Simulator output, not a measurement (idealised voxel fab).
process module | voxel lift off
cross-section cut | 155 nm wide | cells 5 nm
A cross-section is a grid of square cells, given in bands from the top down. A band is one or more rows of cells.
Each band's line starts with the height of the band's top and of its bottom, in nm. Then come its materials from left to right, each with its width in nm. One material with "throughout" fills the band from edge to edge. "air" is empty space.
Height 0 is the level under which the wafer as received is all one material. The lowest band goes on downwards, as in "0 down".
A width such as "30 to 40" changes by the same amount from each row of cells to the next, from the band's top row to its bottom row.
"no change" after a step means that no cell of the cross-section changed.
closed voids: empty space of 8 cells or more with no open way to the top, each as width x height at its distance from the left edge, in nm
after a step's settings: what the simulator itself notes on the step
overlay nm, on a step with a mask: how far to the right of its planned place the mask lay; to the left if negative
plan
1 op RECEIVE | material Si
2 op CONFORMAL_DEP | material Al2O3 | thk nm 15
3 op PATTERN | tone open | mask id LINES | material resist | width nm 15 | pitch nm 40 | thk nm 25 | overlay nm 0
4 op DIRECTIONAL_DEP | material Ru | thk nm 15
5 op STRIP | etch materials resist
6 op CONFORMAL_DEP | material SiO2 | thk nm 5
first wafer, as planned
as received, after step 1
  0 down: Si throughout
  closed voids: none
after step 2
  15 to 0: Al2O3 throughout
  below 0: unchanged
after step 3
  40 to 15: resist 30 | air 15 | resist 25 | air 15 | resist 25 | air 15 | resist 30
  below 15: unchanged
after step 4
  55 to 40: Ru 30 | air 15 | Ru 25 | air 15 | Ru 25 | air 15 | Ru 30
  40 to 30: resist 30 | air 15 | resist 25 | air 15 | resist 25 | air 15 | resist 30
  30 to 15: resist 30 | Ru 15 | resist 25 | Ru 15 | resist 25 | Ru 15 | resist 30
  below 15: unchanged
after step 5
  30 to 15: air 30 | Ru 15 | air 25 | Ru 15 | air 25 | Ru 15 | air 30
  below 15: unchanged
after step 6
  35 to 30: air 25 | SiO2 25 | air 15 | SiO2 25 | air 15 | SiO2 25 | air 25
  30 to 20: air 25 | SiO2 5 | Ru 15 | SiO2 5 | air 15 | SiO2 5 | Ru 15 | SiO2 5 | air 15 | SiO2 5 | Ru 15 | SiO2 5 | air 25
  20 to 15: SiO2 30 | Ru 15 | SiO2 25 | Ru 15 | SiO2 25 | Ru 15 | SiO2 30
  below 15: unchanged
second wafer: like start, like plan, one mistake. Through step 2 it matches the first wafer
when step 3 should have ended
  40 to 15: resist 40 | air 15 | resist 25 | air 15 | resist 25 | air 15 | resist 20
  below 15: unchanged
when step 4 should have ended
  55 to 40: Ru 40 | air 15 | Ru 25 | air 15 | Ru 25 | air 15 | Ru 20
  40 to 30: resist 40 | air 15 | resist 25 | air 15 | resist 25 | air 15 | resist 20
  30 to 15: resist 40 | Ru 15 | resist 25 | Ru 15 | resist 25 | Ru 15 | resist 20
  below 15: unchanged
when step 5 should have ended
  30 to 15: air 40 | Ru 15 | air 25 | Ru 15 | air 25 | Ru 15 | air 20
  below 15: unchanged
when step 6 should have ended
  35 to 30: air 35 | SiO2 25 | air 15 | SiO2 25 | air 15 | SiO2 25 | air 15
  30 to 20: air 35 | SiO2 5 | Ru 15 | SiO2 5 | air 15 | SiO2 5 | Ru 15 | SiO2 5 | air 15 | SiO2 5 | Ru 15 | SiO2 5 | air 15
  20 to 15: SiO2 40 | Ru 15 | SiO2 25 | Ru 15 | SiO2 25 | Ru 15 | SiO2 20
  below 15: unchanged
what went wrong: step 3 ran as: op PATTERN | tone open | mask id LINES | material resist | width nm 15 | pitch nm 40 | thk nm 25 | overlay nm 10
at the end the second wafer has, in cells: as many of each material as the first, in other places
